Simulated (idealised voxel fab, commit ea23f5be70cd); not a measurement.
process module | voxel self aligned vias
Section cut is 225 nm wide and gridded with 5 nm square cells.
Cross-section spec: square-cell grid; bands listed top down; each band is one or more rows.
Within each band entry, the heights of the top and of the bottom of the band appear first, in that order and in nm; the materials of the band then follow from left to right, each with its corresponding width in nm. The designation "edge to edge" on a single material indicates that it fills the band from edge to edge; the designation "empty" indicates empty space.
Where do heights start? At 0: under that level the wafer as delivered is made of one material only. And the lowest band has no floor; it just carries on downward, as in "from 0 down".
The width entry "30 to 40" should be interpreted row by row: the top row of cells in the band takes the first number, the bottom row takes the second number, and the change between adjacent rows is uniform throughout.
Basically "no change occurred" means that step didn't change any cell in the cross-section.
Closed empty spaces (no open way to the top) of 8 cells or more are what "closed voids" lists, each as width x height at distance from the left edge, nm for all three.
On each step's line, the part that comes after the settings is the simulator's own comment on the step.
Among the settings permitted on a step's line is "overlay nm"; applied to a step with a mask, it specifies the extent to which the mask lay to the right of its planned position, whereas a negative figure signifies a position to the left.
## So here's the lineup of process steps we planned
step 1: op RECEIVE | material Si
step 2: op CONFORMAL_DEP | material SiO2 | thk nm 10
step 3: op CONFORMAL_DEP | material SiCN | thk nm 5
step 4: op DIRECTIONAL_DEP | material lowk | thk nm 20
step 5: op MASKED_ETCH | tone open | mask id LINES | width nm 30 | pitch nm 70 | etch materials lowk | depth nm 20 | overlay nm 0
step 6: op CONFORMAL_DEP | material TiN | thk nm 5
step 7: op FILL_DEP | material W | thk nm 5
step 8: op CMP | height nm 35
step 9: op SELECTIVE_ETCH | etch materials W Ru TiN | depth nm 5
step 10: op FILL_DEP | material SiN | thk nm 10
step 11: op CMP | height nm 35
step 12: op DIRECTIONAL_DEP | material lowk | thk nm 15
step 13: op DIRECTIONAL_DEP | material aC | thk nm 15
step 14: op PATTERN | tone open | mask id VIAS | material resist | width nm 40 | pitch nm 70 | thk nm 35 | overlay nm 0
step 15: op DIRECTIONAL_ETCH | etch materials aC | depth nm 15
step 16: op STRIP | etch materials resist
step 17: op DIRECTIONAL_ETCH | etch materials lowk | depth nm 15
step 18: op DIRECTIONAL_ETCH | etch materials SiN | depth nm 5
step 19: op STRIP | etch materials aC
step 20: op CONFORMAL_DEP | material TiN | thk nm 5
step 21: op FILL_DEP | material Ru | thk nm 10
step 22: op CMP | height nm 50
step 23: op CONFORMAL_DEP | material SiN | thk nm 5
## The cross-section here shows the wafer as received, i.e. in its state after step 1
> from 0 down: Si edge to edge
> closed voids: none
## End state of the module in cross-section, given the above starting point and plan and one mistake in execution
> from 55 to 50: SiN edge to edge
> from 50 to 35: lowk=25 | TiN=5 | Ru=20 | TiN=5 | lowk=40 | TiN=5 | Ru=20 | TiN=5 | lowk=40 | TiN=5 | Ru=20 | TiN=5 | lowk=30
> from 35 to 30: lowk=25 | TiN=30 | lowk=40 | TiN=30 | lowk=40 | TiN=30 | lowk=30
> from 30 to 20: lowk=25 | TiN=5 | W=20 | TiN=5 | lowk=40 | TiN=5 | W=20 | TiN=5 | lowk=40 | TiN=5 | W=20 | TiN=5 | lowk=30
> from 20 to 15: lowk=25 | TiN=30 | lowk=40 | TiN=30 | lowk=40 | TiN=30 | lowk=30
> from 15 to 10: SiCN edge to edge
> from 10 to 0: SiO2 edge to edge
> from 0 down: Si edge to edge
> closed voids: none
Deviation from plan: step 14 ran differently from the plan; actual operation with settings: op PATTERN | tone open | mask id VIAS | material resist | width nm 30 | pitch nm 70 | thk nm 35 | overlay nm 0
